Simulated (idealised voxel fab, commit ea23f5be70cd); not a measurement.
The document below concerns the process module designated voxel capacitor over wiring.
Pictured: cross-section cut, 275 nm wide, on a grid of 5 nm square cells.
The cross-sections in this document take the form of a grid made of square cells. They are written out as bands, in order from top to bottom. Each band consists of one or more rows of cells. It is stipulated that each band's entry specify, in nanometres, the height of the top of the band and then that of its bottom, followed by the materials of the band in left-to-right sequence, each together with its width in nanometres. A single material marked by the word "throughout" is understood to fill the band from edge to edge; the word "blank" is understood to denote empty space. Heights from 0 (as-received wafer is one material below). Bottom band endless downward, as "0 -> down". A two-number width, for instance "30 to 40", indicates that the width is equal to the first number in the top row of the band and to the second number in the bottom row, and that it changes by a constant amount per row of cells. Step marked "same as before"? Then no cell in the cross-section changed in it. If an empty space has no open way to the top and is at least 8 cells in size, "Completely sealed voids" lists it, written width x height at distance, where distance is measured from the left edge and every value is in nm. It should be noted that, on the line of a given step, the content following the step's settings is a remark produced by the simulator itself with respect to that step. "overlay nm" on a masked step: distance the mask lay right of its planned place, negative for left.
### So here's the lineup of process steps we planned
1: RECEIVE (material Si)
2: CONFORMAL_DEP (material SiO2; thk nm 10)
3: DIRECTIONAL_DEP (material TiN; thk nm 5)
4: DIRECTIONAL_DEP (material W; thk nm 20)
5: PATTERN (tone cover; mask id METAL_1; material resist; width nm 30; pitch nm 95; thk nm 15; overlay nm 0)
6: DIRECTIONAL_ETCH (etch materials W; depth nm 20)
7: DIRECTIONAL_ETCH (etch materials TiN; depth nm 5)
8: STRIP (etch materials resist)
9: FILL_DEP (material lowk; thk nm 10)
10: CMP (height nm 35)
11: CONFORMAL_DEP (material SiCN; thk nm 5)
12: DIRECTIONAL_DEP (material lowk; thk nm 10)
13: DIRECTIONAL_DEP (material aC; thk nm 15)
14: PATTERN (tone open; mask id PLUG_1; material resist; width nm 15; thk nm 35; overlay nm 0)
15: DIRECTIONAL_ETCH (etch materials aC; depth nm 15)
16: STRIP (etch materials resist)
17: DIRECTIONAL_ETCH (etch materials lowk; depth nm 10)
18: DIRECTIONAL_ETCH (etch materials SiCN; depth nm 5)
19: STRIP (etch materials aC)
20: EPI (material Ru; thk nm 10)
21: EPI (material Ru; thk nm 5)
22: DIRECTIONAL_DEP (material TiN; thk nm 10)
23: DIRECTIONAL_DEP (material SiN; thk nm 5)
24: DIRECTIONAL_DEP (material TiN; thk nm 5)
25: MASKED_ETCH (tone cover; mask id UPPER_PLATE; width nm 70; etch materials TiN; depth nm 5; overlay nm 0)
26: MASKED_ETCH (tone cover; mask id UPPER_PLATE; width nm 70; etch materials SiN; depth nm 5; overlay nm 0)
27: MASKED_ETCH (tone cover; mask id LOWER_PLATE; width nm 80; etch materials TiN; depth nm 10; overlay nm 0)
28: FILL_DEP (material SiO2; thk nm 15)
29: CMP (height nm 80)
30: DIRECTIONAL_DEP (material aC; thk nm 10)
31: PATTERN (tone open; mask id PLUG_2; material resist; width nm 15; thk nm 25; overlay nm 0)
32: DIRECTIONAL_ETCH (etch materials aC; depth nm 10)
33: STRIP (etch materials resist)
34: DIRECTIONAL_ETCH (etch materials SiO2; depth nm 10)
35: STRIP (etch materials aC)
36: CONFORMAL_DEP (material TiN; thk nm 5)
37: FILL_DEP (material Cu; thk nm 10)
38: CMP (height nm 80)
39: CONFORMAL_DEP (material SiCN; thk nm 5)
### So, the first of our two wafers, run just as we planned it
### This is the cross-section of the wafer as we received it, i.e. after step 1
0 -> down = Si throughout
Completely sealed voids: none
### Sectional view: wafer, after step 2
10 -> 0 = SiO2 throughout
Note: structure below 0 unchanged.
### Sectional view: wafer, after step 3
15 -> 10 = TiN throughout
Note: structure below 10 unchanged.
### Sectional view: wafer, after step 4
35 -> 15 = W throughout
Note: structure below 15 unchanged.
### Sectional view: wafer, after step 5
50 -> 35 = 75 blank; 30 resist; 65 blank; 30 resist; 75 blank
Note: structure below 35 unchanged.
### Sectional view: wafer, after step 6
50 -> 35 = 75 blank; 30 resist; 65 blank; 30 resist; 75 blank
35 -> 15 = 75 blank; 30 W; 65 blank; 30 W; 75 blank
Note: structure below 15 unchanged.
### Sectional view: wafer, after step 7
50 -> 35 = 75 blank; 30 resist; 65 blank; 30 resist; 75 blank
35 -> 15 = 75 blank; 30 W; 65 blank; 30 W; 75 blank
15 -> 10 = 75 blank; 30 TiN; 65 blank; 30 TiN; 75 blank
Note: structure below 10 unchanged.
### Sectional view: wafer, after step 8
35 -> 15 = 75 blank; 30 W; 65 blank; 30 W; 75 blank
Note: structure below 15 unchanged.
### Sectional view: wafer, after step 9
45 -> 35 = lowk throughout
35 -> 15 = 75 lowk; 30 W; 65 lowk; 30 W; 75 lowk
15 -> 10 = 75 lowk; 30 TiN; 65 lowk; 30 TiN; 75 lowk
Note: structure below 10 unchanged.
### Sectional view: wafer, after step 10
35 -> 15 = 75 lowk; 30 W; 65 lowk; 30 W; 75 lowk
Note: structure below 15 unchanged.
### Sectional view: wafer, after step 11
40 -> 35 = SiCN throughout
Note: structure below 35 unchanged.
### Sectional view: wafer, after step 12
50 -> 40 = lowk throughout
Note: structure below 40 unchanged.
### Sectional view: wafer, after step 13
65 -> 50 = aC throughout
Note: structure below 50 unchanged.
### Sectional view: wafer, after step 14
100 -> 65 = 90 resist; 15 blank; 170 resist
Note: structure below 65 unchanged.
### Sectional view: wafer, after step 15
85 -> 65 = 90 resist; 15 blank; 170 resist
65 -> 50 = 90 aC; 15 blank; 170 aC
Note: structure below 50 unchanged.
### Sectional view: wafer, after step 16
65 -> 50 = 90 aC; 15 blank; 170 aC
Note: structure below 50 unchanged.
### Sectional view: wafer, after step 17
65 -> 50 = 90 aC; 15 blank; 170 aC
50 -> 40 = 90 lowk; 15 blank; 170 lowk
Note: structure below 40 unchanged.
### Sectional view: wafer, after step 18
65 -> 50 = 90 aC; 15 blank; 170 aC
50 -> 40 = 90 lowk; 15 blank; 170 lowk
40 -> 35 = 90 SiCN; 15 blank; 170 SiCN
Note: structure below 35 unchanged.
### Sectional view: wafer, after step 19
50 -> 40 = 90 lowk; 15 blank; 170 lowk
Note: structure below 40 unchanged.
### Sectional view: wafer, after step 20
50 -> 45 = 90 lowk; 15 blank; 170 lowk
45 -> 40 = 90 lowk; 15 Ru; 170 lowk
40 -> 35 = 90 SiCN; 15 Ru; 170 SiCN
Note: structure below 35 unchanged.
### Sectional view: wafer, after step 21
50 -> 40 = 90 lowk; 15 Ru; 170 lowk
Note: structure below 40 unchanged.
### Sectional view: wafer, after step 22
60 -> 50 = TiN throughout
Note: structure below 50 unchanged.
### Sectional view: wafer, after step 23
65 -> 60 = SiN throughout
Note: structure below 60 unchanged.
### Sectional view: wafer, after step 24
70 -> 65 = TiN throughout
Note: structure below 65 unchanged.
### Sectional view: wafer, after step 25
70 -> 65 = 90 blank; 70 TiN; 115 blank
Note: structure below 65 unchanged.
### Sectional view: wafer, after step 26
70 -> 65 = 90 blank; 70 TiN; 115 blank
65 -> 60 = 90 blank; 70 SiN; 115 blank
Note: structure below 60 unchanged.
### Sectional view: wafer, after step 27
70 -> 65 = 90 blank; 70 TiN; 115 blank
65 -> 60 = 90 blank; 70 SiN; 115 blank
60 -> 50 = 85 blank; 80 TiN; 110 blank
Note: structure below 50 unchanged.
### Sectional view: wafer, after step 28
85 -> 70 = SiO2 throughout
70 -> 65 = 90 SiO2; 70 TiN; 115 SiO2
65 -> 60 = 90 SiO2; 70 SiN; 115 SiO2
60 -> 50 = 85 SiO2; 80 TiN; 110 SiO2
Note: structure below 50 unchanged.
### Sectional view: wafer, after step 29
80 -> 70 = SiO2 throughout
Note: structure below 70 unchanged.
### Sectional view: wafer, after step 30
90 -> 80 = aC throughout
Note: structure below 80 unchanged.
### Sectional view: wafer, after step 31
115 -> 90 = 100 resist; 15 blank; 160 resist
Note: structure below 90 unchanged.
### Sectional view: wafer, after step 32
105 -> 90 = 100 resist; 15 blank; 160 resist
90 -> 80 = 100 aC; 15 blank; 160 aC
Note: structure below 80 unchanged.
### Sectional view: wafer, after step 33
90 -> 80 = 100 aC; 15 blank; 160 aC
Note: structure below 80 unchanged.
### Sectional view: wafer, after step 34
90 -> 80 = 100 aC; 15 blank; 160 aC
80 -> 70 = 100 SiO2; 15 blank; 160 SiO2
Note: structure below 70 unchanged.
### Sectional view: wafer, after step 35
80 -> 70 = 100 SiO2; 15 blank; 160 SiO2
Note: structure below 70 unchanged.
### Sectional view: wafer, after step 36
85 -> 80 = 105 TiN; 5 blank; 165 TiN
80 -> 75 = 100 SiO2; 5 TiN; 5 blank; 5 TiN; 160 SiO2
75 -> 65 = 100 to 90 SiO2; 15 to 70 TiN; 160 to 115 SiO2
Note: structure below 65 unchanged.
### Sectional view: wafer, after step 37
95 -> 85 = Cu throughout
85 -> 80 = 105 TiN; 5 Cu; 165 TiN
80 -> 75 = 100 SiO2; 5 TiN; 5 Cu; 5 TiN; 160 SiO2
Note: structure below 75 unchanged.
### Sectional view: wafer, after step 38
80 -> 75 = 100 SiO2; 5 TiN; 5 Cu; 5 TiN; 160 SiO2
Note: structure below 75 unchanged.
### Sectional view: wafer, after step 39
85 -> 80 = SiCN throughout
Note: structure below 80 unchanged.
### The second wafer began exactly as the first did and followed the same plan, but one mistake was made while running it; through step 11 inclusive, the two wafers are identical
### Look at the second wafer in cross-section at the time step 12 ought to have finished
50 -> 40 = Cu throughout
Note: structure below 40 unchanged.
### Look at the second wafer in cross-section at the time step 13 ought to have finished
65 -> 50 = aC throughout
Note: structure below 50 unchanged.
### Look at the second wafer in cross-section at the time step 14 ought to have finished
100 -> 65 = 90 resist; 15 blank; 170 resist
Note: structure below 65 unchanged.
### Look at the second wafer in cross-section at the time step 15 ought to have finished
85 -> 65 = 90 resist; 15 blank; 170 resist
65 -> 50 = 90 aC; 15 blank; 170 aC
Note: structure below 50 unchanged.
### Look at the second wafer in cross-section at the time step 16 ought to have finished
65 -> 50 = 90 aC; 15 blank; 170 aC
Note: structure below 50 unchanged.
Look at the second wafer in cross-section at the time step 17 ought to have finished: same as before
Look at the second wafer in cross-section at the time step 18 ought to have finished: same as before
### Look at the second wafer in cross-section at the time step 19 ought to have finished
50 -> 40 = Cu throughout
Note: structure below 40 unchanged.
### Look at the second wafer in cross-section at the time step 20 ought to have finished
60 -> 50 = Ru throughout
Note: structure below 50 unchanged.
### Look at the second wafer in cross-section at the time step 21 ought to have finished
65 -> 50 = Ru throughout
Note: structure below 50 unchanged.
### Look at the second wafer in cross-section at the time step 22 ought to have finished
75 -> 65 = TiN throughout
Note: structure below 65 unchanged.
### Look at the second wafer in cross-section at the time step 23 ought to have finished
80 -> 75 = SiN throughout
Note: structure below 75 unchanged.
### Look at the second wafer in cross-section at the time step 24 ought to have finished
85 -> 80 = TiN throughout
Note: structure below 80 unchanged.
### Look at the second wafer in cross-section at the time step 25 ought to have finished
85 -> 80 = 90 blank; 70 TiN; 115 blank
Note: structure below 80 unchanged.
### Look at the second wafer in cross-section at the time step 26 ought to have finished
85 -> 80 = 90 blank; 70 TiN; 115 blank
80 -> 75 = 90 blank; 70 SiN; 115 blank
Note: structure below 75 unchanged.
### Look at the second wafer in cross-section at the time step 27 ought to have finished
85 -> 80 = 90 blank; 70 TiN; 115 blank
80 -> 75 = 90 blank; 70 SiN; 115 blank
75 -> 65 = 85 blank; 80 TiN; 110 blank
Note: structure below 65 unchanged.
### Look at the second wafer in cross-section at the time step 28 ought to have finished
100 -> 85 = SiO2 throughout
85 -> 80 = 90 SiO2; 70 TiN; 115 SiO2
80 -> 75 = 90 SiO2; 70 SiN; 115 SiO2
75 -> 65 = 85 SiO2; 80 TiN; 110 SiO2
Note: structure below 65 unchanged.
### Look at the second wafer in cross-section at the time step 29 ought to have finished
80 -> 75 = 90 SiO2; 70 SiN; 115 SiO2
Note: structure below 75 unchanged.
### Look at the second wafer in cross-section at the time step 30 ought to have finished
90 -> 80 = aC throughout
Note: structure below 80 unchanged.
### Look at the second wafer in cross-section at the time step 31 ought to have finished
115 -> 90 = 100 resist; 15 blank; 160 resist
Note: structure below 90 unchanged.
### Look at the second wafer in cross-section at the time step 32 ought to have finished
105 -> 90 = 100 resist; 15 blank; 160 resist
90 -> 80 = 100 aC; 15 blank; 160 aC
Note: structure below 80 unchanged.
### Look at the second wafer in cross-section at the time step 33 ought to have finished
90 -> 80 = 100 aC; 15 blank; 160 aC
Note: structure below 80 unchanged.
Look at the second wafer in cross-section at the time step 34 ought to have finished: same as before
### Look at the second wafer in cross-section at the time step 35 ought to have finished
80 -> 75 = 90 SiO2; 70 SiN; 115 SiO2
Note: structure below 75 unchanged.
### Look at the second wafer in cross-section at the time step 36 ought to have finished
85 -> 80 = TiN throughout
Note: structure below 80 unchanged.
### Look at the second wafer in cross-section at the time step 37 ought to have finished
95 -> 85 = Cu throughout
Note: structure below 85 unchanged.
### Look at the second wafer in cross-section at the time step 38 ought to have finished
80 -> 75 = 90 SiO2; 70 SiN; 115 SiO2
Note: structure below 75 unchanged.
### Look at the second wafer in cross-section at the time step 39 ought to have finished
85 -> 80 = SiCN throughout
Note: structure below 80 unchanged.
So what did we get wrong on this run? step 12 did not happen as planned, as run it was DIRECTIONAL_DEP (material Cu; thk nm 10)
The second wafer ends with more or fewer cells of some materials than the first, per final count: 109 more of Cu; 156 more of Ru; 3 more of SiCN; 145 fewer of SiO2; 19 fewer of TiN; 104 fewer of lowk
